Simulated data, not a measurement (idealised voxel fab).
Presented below is a process module, voxel air gaps.
The width of the displayed cross-section, cut, is 265 nm; its cells are square, with a size of 5 nm.
When this document writes out a cross-section, it uses a grid of square cells and lists it as bands, beginning at the top and moving down, with a band standing for one or more rows of cells. Look at the band entry: it leads with the top's height and the bottom's height in nm. Then it lists the materials left to right, with a width in nm for each. The word "throughout" on a single material says that material fills the band edge to edge. The word "empty" is empty space. Heights from 0 (as-received wafer is one material below). Bottom band endless downward, as "0 -> down". Read "30->40" as a graded width: first number on top, second number at the bottom, same change between each pair of neighbouring rows. Any step labelled "no modifications" changed none of the cells in the cross-section. Closed empty spaces (no open way to the top) of 8 cells or more are what "Sealed internal cavities" lists, each as width x height at distance from the left edge, nm for all three. after a step's settings: what the simulator itself notes on the step. overlay nm: right-of-plan distance of the mask on a masked step; negative values mean left-of-plan.
Process steps - plan
| 1 | RECEIVE [material Si] |
| 2 | CONFORMAL_DEP [material SiO2] [thk nm 10] |
| 3 | CONFORMAL_DEP [material SiN] [thk nm 5] |
| 4 | DIRECTIONAL_DEP [material lowk] [thk nm 40] |
| 5 | PATTERN [tone open] [mask id LINES] [material resist] [width nm 20] [pitch nm 45] [thk nm 15] [overlay nm 0] |
| 6 | DIRECTIONAL_ETCH [etch materials lowk] [depth nm 40] |
| 7 | STRIP [etch materials resist] |
| 8 | CONFORMAL_DEP [material TiN] [thk nm 5] |
| 9 | FILL_DEP [material Cu] [thk nm 5] |
| 10 | CMP [height nm 55] |
| 11 | EPI [material Ru] [thk nm 10] |
| 12 | SELECTIVE_ETCH [etch materials lowk] [depth nm 50] |
| 13 | CONFORMAL_DEP [material SiN] [thk nm 5] |
first wafer, as planned
Cross-section: wafer on arrival = after step 1
- 0 -> down  Si throughout
- Sealed internal cavities: none
Wafer after step 2 (cross-section)
- 10 -> 0  SiO2 throughout
- Unchanged below 0.
Wafer after step 3 (cross-section)
- 15 -> 10  SiN throughout
- Unchanged below 10.
Wafer after step 4 (cross-section)
- 55 -> 15  lowk throughout
- Unchanged below 15.
Wafer after step 5 (cross-section)
- 70 -> 55  55 nm resist, 20 nm empty, 25 nm resist, 20 nm empty, 25 nm resist, 20 nm empty, 25 nm resist, 20 nm empty, 55 nm resist
- Unchanged below 55.
Wafer after step 6 (cross-section)
- 70 -> 55  55 nm resist, 20 nm empty, 25 nm resist, 20 nm empty, 25 nm resist, 20 nm empty, 25 nm resist, 20 nm empty, 55 nm resist
- 55 -> 15  55 nm lowk, 20 nm empty, 25 nm lowk, 20 nm empty, 25 nm lowk, 20 nm empty, 25 nm lowk, 20 nm empty, 55 nm lowk
- Unchanged below 15.
Wafer after step 7 (cross-section)
- 55 -> 15  55 nm lowk, 20 nm empty, 25 nm lowk, 20 nm empty, 25 nm lowk, 20 nm empty, 25 nm lowk, 20 nm empty, 55 nm lowk
- Unchanged below 15.
Wafer after step 8 (cross-section)
- 60 -> 55  60 nm TiN, 10 nm empty, 35 nm TiN, 10 nm empty, 35 nm TiN, 10 nm empty, 35 nm TiN, 10 nm empty, 60 nm TiN
- 55 -> 20  55 nm lowk, 5 nm TiN, 10 nm empty, 5 nm TiN, 25 nm lowk, 5 nm TiN, 10 nm empty, 5 nm TiN, 25 nm lowk, 5 nm TiN, 10 nm empty, 5 nm TiN, 25 nm lowk, 5 nm TiN, 10 nm empty, 5 nm TiN, 55 nm lowk
- 20 -> 15  55 nm lowk, 20 nm TiN, 25 nm lowk, 20 nm TiN, 25 nm lowk, 20 nm TiN, 25 nm lowk, 20 nm TiN, 55 nm lowk
- Unchanged below 15.
Wafer after step 9 (cross-section)
- 65 -> 60  Cu throughout
- 60 -> 55  60 nm TiN, 10 nm Cu, 35 nm TiN, 10 nm Cu, 35 nm TiN, 10 nm Cu, 35 nm TiN, 10 nm Cu, 60 nm TiN
- 55 -> 20  55 nm lowk, 5 nm TiN, 10 nm Cu, 5 nm TiN, 25 nm lowk, 5 nm TiN, 10 nm Cu, 5 nm TiN, 25 nm lowk, 5 nm TiN, 10 nm Cu, 5 nm TiN, 25 nm lowk, 5 nm TiN, 10 nm Cu, 5 nm TiN, 55 nm lowk
- Unchanged below 20.
Wafer after step 10 (cross-section)
- 55 -> 20  55 nm lowk, 5 nm TiN, 10 nm Cu, 5 nm TiN, 25 nm lowk, 5 nm TiN, 10 nm Cu, 5 nm TiN, 25 nm lowk, 5 nm TiN, 10 nm Cu, 5 nm TiN, 25 nm lowk, 5 nm TiN, 10 nm Cu, 5 nm TiN, 55 nm lowk
- Unchanged below 20.
Wafer after step 11 (cross-section)
- 65 -> 55  45 nm empty, 40 nm Ru, 5 nm empty, 40 nm Ru, 5 nm empty, 40 nm Ru, 5 nm empty, 40 nm Ru, 45 nm empty
- Unchanged below 55.
Wafer after step 12 (cross-section)
- 65 -> 55  45 nm empty, 40 nm Ru, 5 nm empty, 40 nm Ru, 5 nm empty, 40 nm Ru, 5 nm empty, 40 nm Ru, 45 nm empty
- 55 -> 20  55 nm empty, 5 nm TiN, 10 nm Cu, 5 nm TiN, 25 nm empty, 5 nm TiN, 10 nm Cu, 5 nm TiN, 25 nm empty, 5 nm TiN, 10 nm Cu, 5 nm TiN, 25 nm empty, 5 nm TiN, 10 nm Cu, 5 nm TiN, 55 nm empty
- 20 -> 15  55 nm empty, 20 nm TiN, 25 nm empty, 20 nm TiN, 25 nm empty, 20 nm TiN, 25 nm empty, 20 nm TiN, 55 nm empty
- Unchanged below 15.
Wafer after step 13 (cross-section)
- 70 -> 65  40 nm empty, 185 nm SiN, 40 nm empty
- 65 -> 55  40 nm empty, 5 nm SiN, 40 nm Ru, 5 nm SiN, 40 nm Ru, 5 nm SiN, 40 nm Ru, 5 nm SiN, 40 nm Ru, 5 nm SiN, 40 nm empty
- 55 -> 50  40 nm empty, 15 nm SiN, 5 nm TiN, 10 nm Cu, 5 nm TiN, 25 nm SiN, 5 nm TiN, 10 nm Cu, 5 nm TiN, 25 nm SiN, 5 nm TiN, 10 nm Cu, 5 nm TiN, 25 nm SiN, 5 nm TiN, 10 nm Cu, 5 nm TiN, 15 nm SiN, 40 nm empty
- 50 -> 20  50 nm empty, 5 nm SiN, 5 nm TiN, 10 nm Cu, 5 nm TiN, 5 nm SiN, 15 nm empty, 5 nm SiN, 5 nm TiN, 10 nm Cu, 5 nm TiN, 5 nm SiN, 15 nm empty, 5 nm SiN, 5 nm TiN, 10 nm Cu, 5 nm TiN, 5 nm SiN, 15 nm empty, 5 nm SiN, 5 nm TiN, 10 nm Cu, 5 nm TiN, 5 nm SiN, 50 nm empty
- 20 -> 15  55 nm SiN, 20 nm TiN, 25 nm SiN, 20 nm TiN, 25 nm SiN, 20 nm TiN, 25 nm SiN, 20 nm TiN, 55 nm SiN
- Unchanged below 15.
- Sealed internal cavities: 15 x 30 at 80; 15 x 30 at 125; 15 x 30 at 170
Wafer two: like wafer one in start and plan, but with one mistake in execution; identical up to and including step 2
Second wafer at the planned finish of step 3, seen in cross-section: no modifications
Second wafer at the planned finish of step 4, seen in cross-section
- 50 -> 10  lowk throughout
- Unchanged below 10.
Second wafer at the planned finish of step 5, seen in cross-section
- 65 -> 50  55 nm resist, 20 nm empty, 25 nm resist, 20 nm empty, 25 nm resist, 20 nm empty, 25 nm resist, 20 nm empty, 55 nm resist
- Unchanged below 50.
Second wafer at the planned finish of step 6, seen in cross-section
- 65 -> 50  55 nm resist, 20 nm empty, 25 nm resist, 20 nm empty, 25 nm resist, 20 nm empty, 25 nm resist, 20 nm empty, 55 nm resist
- 50 -> 10  55 nm lowk, 20 nm empty, 25 nm lowk, 20 nm empty, 25 nm lowk, 20 nm empty, 25 nm lowk, 20 nm empty, 55 nm lowk
- Unchanged below 10.
Second wafer at the planned finish of step 7, seen in cross-section
- 50 -> 10  55 nm lowk, 20 nm empty, 25 nm lowk, 20 nm empty, 25 nm lowk, 20 nm empty, 25 nm lowk, 20 nm empty, 55 nm lowk
- Unchanged below 10.
Second wafer at the planned finish of step 8, seen in cross-section
- 55 -> 50  60 nm TiN, 10 nm empty, 35 nm TiN, 10 nm empty, 35 nm TiN, 10 nm empty, 35 nm TiN, 10 nm empty, 60 nm TiN
- 50 -> 15  55 nm lowk, 5 nm TiN, 10 nm empty, 5 nm TiN, 25 nm lowk, 5 nm TiN, 10 nm empty, 5 nm TiN, 25 nm lowk, 5 nm TiN, 10 nm empty, 5 nm TiN, 25 nm lowk, 5 nm TiN, 10 nm empty, 5 nm TiN, 55 nm lowk
- 15 -> 10  55 nm lowk, 20 nm TiN, 25 nm lowk, 20 nm TiN, 25 nm lowk, 20 nm TiN, 25 nm lowk, 20 nm TiN, 55 nm lowk
- Unchanged below 10.
Second wafer at the planned finish of step 9, seen in cross-section
- 60 -> 55  Cu throughout
- 55 -> 50  60 nm TiN, 10 nm Cu, 35 nm TiN, 10 nm Cu, 35 nm TiN, 10 nm Cu, 35 nm TiN, 10 nm Cu, 60 nm TiN
- 50 -> 15  55 nm lowk, 5 nm TiN, 10 nm Cu, 5 nm TiN, 25 nm lowk, 5 nm TiN, 10 nm Cu, 5 nm TiN, 25 nm lowk, 5 nm TiN, 10 nm Cu, 5 nm TiN, 25 nm lowk, 5 nm TiN, 10 nm Cu, 5 nm TiN, 55 nm lowk
- Unchanged below 15.
Second wafer at the planned finish of step 10, seen in cross-section
- 55 -> 50  60 nm TiN, 10 nm Cu, 35 nm TiN, 10 nm Cu, 35 nm TiN, 10 nm Cu, 35 nm TiN, 10 nm Cu, 60 nm TiN
- Unchanged below 50.
Second wafer at the planned finish of step 11, seen in cross-section
- 65 -> 55  Ru throughout
- Unchanged below 55.
Second wafer at the planned finish of step 12, seen in cross-section: no modifications
Second wafer at the planned finish of step 13, seen in cross-section
- 70 -> 65  SiN throughout
- Unchanged below 65.
Diagnosis: with respect to the plan, step 3 was omitted and not executed
Wafer comparison, final, in cells, second relative to first, materials more or fewer: Cu: 8 more, Ru: 42 more, SiN: 153 fewer, TiN: 45 more, lowk: 296 more
The first wafer finishes with 3 closed voids, while the second finishes with 0.
